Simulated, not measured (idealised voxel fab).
Documented hereafter: the process module known as voxel local oxidation.
Cross-sectional view cut (width: 170 nm; square cell size: 5 nm).
The cross-sections in this document take the form of a grid made of square cells. They are written out as bands, in order from top to bottom. Each band consists of one or more rows of cells.
Heights first: top, then bottom, in nm. Then materials, left to right, each with a width in nm. "edge to edge" on a single material: fills the band edge to edge. "blank": empty space.
Heights are measured from 0, the level below which the as-received wafer is all one material; the lowest band has no bottom and continues downward, written as in "top 0, no bottom".
Read "30 to 40" as a graded width: first number on top, second number at the bottom, same change between each pair of neighbouring rows.
"nothing got changed", as given for a step, is the statement that not any cell of the cross-section underwent a change during that step.
Each empty space that has no open way to the top and spans at least 8 cells appears under "Closed void listing" as width x height at distance, the distance counted from the left edge, all in nm.
Heads up: the bit after the settings on a step's line is the simulator's remark on that step.
When a step includes a mask, the "overlay nm" setting on its line states how far to the right of its planned place that mask lay, and negative values state how far to the left.

Here's what the planned process steps look like:
1,RECEIVE,material Si
2,CONFORMAL_DEP,material SiO2,thk nm 5
3,CONFORMAL_DEP,material SiN,thk nm 15
4,PATTERN,tone cover,mask id ACTIVE,material resist,width nm 120,thk nm 15,overlay nm 0
5,DIRECTIONAL_ETCH,etch materials SiN,depth nm 15
6,STRIP,etch materials resist
7,SELECTIVE_ETCH,etch materials SiO2,depth nm 5
8,OXIDIZE,depth nm 15
9,STRIP,etch materials SiN

As-received wafer cross-section (after step 1):
* top 0, no bottom | Si edge to edge
* Closed void listing: none

Starting structure and process plan are as shown above, but one mistake was made in running the module; the wafer cross-section at the end of the module follows:
* top 5, bottom 0 | blank 30 / SiO2 110 / blank 30
* top 0, bottom -20 | SiO2 50 / Si 70 / SiO2 50
* top -20, no bottom | Si edge to edge
* Closed void listing: none
Here's what went sideways: step 8 was processed under conditions differing from the plan, specifically as OXIDIZE,depth nm 20
